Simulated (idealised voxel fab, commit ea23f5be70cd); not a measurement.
Title: Process Module voxel trench capacitor
Displayed cross-section: cut, width of 285 nm, square cells sized 5 nm.
The cross-sections in this document take the form of a grid made of square cells. They are written out as bands, in order from top to bottom. Each band consists of one or more rows of cells.
Each band's line starts with the height of the band's top and of its bottom, in nm. Then come its materials from left to right, each with its width in nm. One material with "edge to edge" fills the band from edge to edge. "air" is empty space.
Heights are expressed relative to 0, this being the level below which the as-received wafer comprises one material exclusively. The lowest band is unbounded in the downward direction and is denoted as in "0 and below".
Width: "30 to 40" (first number = top row, second number = bottom row, same change from row to row of cells).
When a step is marked "nothing changed", none of the cells in the cross-section changed during that step.
Empty spaces counting at least 8 cells and having no open way to the top are listed in "Unvented internal voids". The notation width x height at distance is used for each, the distance being from the left edge and all three values in nm.
Post-settings text on a step line: simulator's own remark regarding the step.
What "overlay nm" on a step's line means: if the step has a mask, that mask lay this far to the right of its planned place, or, when the value is negative, to the left.

[This section lists the process steps that were planned]
| 1 | RECEIVE | material Si |
| 2 | CONFORMAL_DEP | material SiN | thk nm 5 |
| 3 | MASKED_ETCH | tone open | mask id TRENCH | width nm 25 | pitch nm 40 | etch materials SiN | depth nm 5 | overlay nm 0 |
| 4 | MASKED_ETCH | tone open | mask id TRENCH | width nm 25 | pitch nm 40 | etch materials Si | depth nm 35 | overlay nm 0 |
| 5 | CONFORMAL_DEP | material Al2O3 | thk nm 5 |
| 6 | CONFORMAL_DEP | material TiN | thk nm 5 |
| 7 | FILL_DEP | material W | thk nm 10 |
| 8 | CMP | height nm 5 |

[First wafer, two in total, run as planned]

[Incoming wafer in cross-section (state: after step 1)]
	0 and below | Si edge to edge
	Unvented internal voids: none

[State of the wafer after step 2, shown in cross-section]
	5 down to 0 | SiN edge to edge
	Heights below 0 show no change.

[State of the wafer after step 3, shown in cross-section]
	5 down to 0 | SiN 70 / air 25 / SiN 15 / air 25 / SiN 15 / air 25 / SiN 15 / air 25 / SiN 70
	Heights below 0 show no change.

[State of the wafer after step 4, shown in cross-section]
	5 down to 0 | SiN 70 / air 25 / SiN 15 / air 25 / SiN 15 / air 25 / SiN 15 / air 25 / SiN 70
	0 down to -35 | Si 70 / air 25 / Si 15 / air 25 / Si 15 / air 25 / Si 15 / air 25 / Si 70
	Heights below -35 show no change.

[State of the wafer after step 5, shown in cross-section]
	10 down to 5 | Al2O3 75 / air 15 / Al2O3 25 / air 15 / Al2O3 25 / air 15 / Al2O3 25 / air 15 / Al2O3 75
	5 down to 0 | SiN 70 / Al2O3 5 / air 15 / Al2O3 5 / SiN 15 / Al2O3 5 / air 15 / Al2O3 5 / SiN 15 / Al2O3 5 / air 15 / Al2O3 5 / SiN 15 / Al2O3 5 / air 15 / Al2O3 5 / SiN 70
	0 down to -30 | Si 70 / Al2O3 5 / air 15 / Al2O3 5 / Si 15 / Al2O3 5 / air 15 / Al2O3 5 / Si 15 / Al2O3 5 / air 15 / Al2O3 5 / Si 15 / Al2O3 5 / air 15 / Al2O3 5 / Si 70
	-30 down to -35 | Si 70 / Al2O3 25 / Si 15 / Al2O3 25 / Si 15 / Al2O3 25 / Si 15 / Al2O3 25 / Si 70
	Heights below -35 show no change.

[State of the wafer after step 6, shown in cross-section]
	15 down to 10 | TiN 80 / air 5 / TiN 35 / air 5 / TiN 35 / air 5 / TiN 35 / air 5 / TiN 80
	10 down to 5 | Al2O3 75 / TiN 5 / air 5 / TiN 5 / Al2O3 25 / TiN 5 / air 5 / TiN 5 / Al2O3 25 / TiN 5 / air 5 / TiN 5 / Al2O3 25 / TiN 5 / air 5 / TiN 5 / Al2O3 75
	5 down to 0 | SiN 70 / Al2O3 5 / TiN 5 / air 5 / TiN 5 / Al2O3 5 / SiN 15 / Al2O3 5 / TiN 5 / air 5 / TiN 5 / Al2O3 5 / SiN 15 / Al2O3 5 / TiN 5 / air 5 / TiN 5 / Al2O3 5 / SiN 15 / Al2O3 5 / TiN 5 / air 5 / TiN 5 / Al2O3 5 / SiN 70
	0 down to -25 | Si 70 / Al2O3 5 / TiN 5 / air 5 / TiN 5 / Al2O3 5 / Si 15 / Al2O3 5 / TiN 5 / air 5 / TiN 5 / Al2O3 5 / Si 15 / Al2O3 5 / TiN 5 / air 5 / TiN 5 / Al2O3 5 / Si 15 / Al2O3 5 / TiN 5 / air 5 / TiN 5 / Al2O3 5 / Si 70
	-25 down to -30 | Si 70 / Al2O3 5 / TiN 15 / Al2O3 5 / Si 15 / Al2O3 5 / TiN 15 / Al2O3 5 / Si 15 / Al2O3 5 / TiN 15 / Al2O3 5 / Si 15 / Al2O3 5 / TiN 15 / Al2O3 5 / Si 70
	Heights below -30 show no change.

[State of the wafer after step 7, shown in cross-section]
	25 down to 15 | W edge to edge
	15 down to 10 | TiN 80 / W 5 / TiN 35 / W 5 / TiN 35 / W 5 / TiN 35 / W 5 / TiN 80
	10 down to 5 | Al2O3 75 / TiN 5 / W 5 / TiN 5 / Al2O3 25 / TiN 5 / W 5 / TiN 5 / Al2O3 25 / TiN 5 / W 5 / TiN 5 / Al2O3 25 / TiN 5 / W 5 / TiN 5 / Al2O3 75
	5 down to 0 | SiN 70 / Al2O3 5 / TiN 5 / W 5 / TiN 5 / Al2O3 5 / SiN 15 / Al2O3 5 / TiN 5 / W 5 / TiN 5 / Al2O3 5 / SiN 15 / Al2O3 5 / TiN 5 / W 5 / TiN 5 / Al2O3 5 / SiN 15 / Al2O3 5 / TiN 5 / W 5 / TiN 5 / Al2O3 5 / SiN 70
	0 down to -25 | Si 70 / Al2O3 5 / TiN 5 / W 5 / TiN 5 / Al2O3 5 / Si 15 / Al2O3 5 / TiN 5 / W 5 / TiN 5 / Al2O3 5 / Si 15 / Al2O3 5 / TiN 5 / W 5 / TiN 5 / Al2O3 5 / Si 15 / Al2O3 5 / TiN 5 / W 5 / TiN 5 / Al2O3 5 / Si 70
	Heights below -25 show no change.

[State of the wafer after step 8, shown in cross-section]
	5 down to 0 | SiN 70 / Al2O3 5 / TiN 5 / W 5 / TiN 5 / Al2O3 5 / SiN 15 / Al2O3 5 / TiN 5 / W 5 / TiN 5 / Al2O3 5 / SiN 15 / Al2O3 5 / TiN 5 / W 5 / TiN 5 / Al2O3 5 / SiN 15 / Al2O3 5 / TiN 5 / W 5 / TiN 5 / Al2O3 5 / SiN 70
	Heights below 0 show no change.

[For the second wafer, take the first wafer's start and plan, then add one mistake made in running it; everything through step 7, that step included, is shared with the first]

[Look at the second wafer in cross-section at the time step 8 ought to have finished]
	-5 down to -25 | Si 70 / Al2O3 5 / TiN 5 / W 5 / TiN 5 / Al2O3 5 / Si 15 / Al2O3 5 / TiN 5 / W 5 / TiN 5 / Al2O3 5 / Si 15 / Al2O3 5 / TiN 5 / W 5 / TiN 5 / Al2O3 5 / Si 15 / Al2O3 5 / TiN 5 / W 5 / TiN 5 / Al2O3 5 / Si 70
	Heights below -25 show no change.
Heads up, the wafer didn't run the way we planned it: so step 8 ended up running with a different setting than we planned, it ran as CMP | height nm -5
Final comparison by cell count, materials where the second wafer has more or fewer than the first: Al2O3: 16 fewer, Si: 37 fewer, SiN: 37 fewer, TiN: 16 fewer, W: 8 fewer
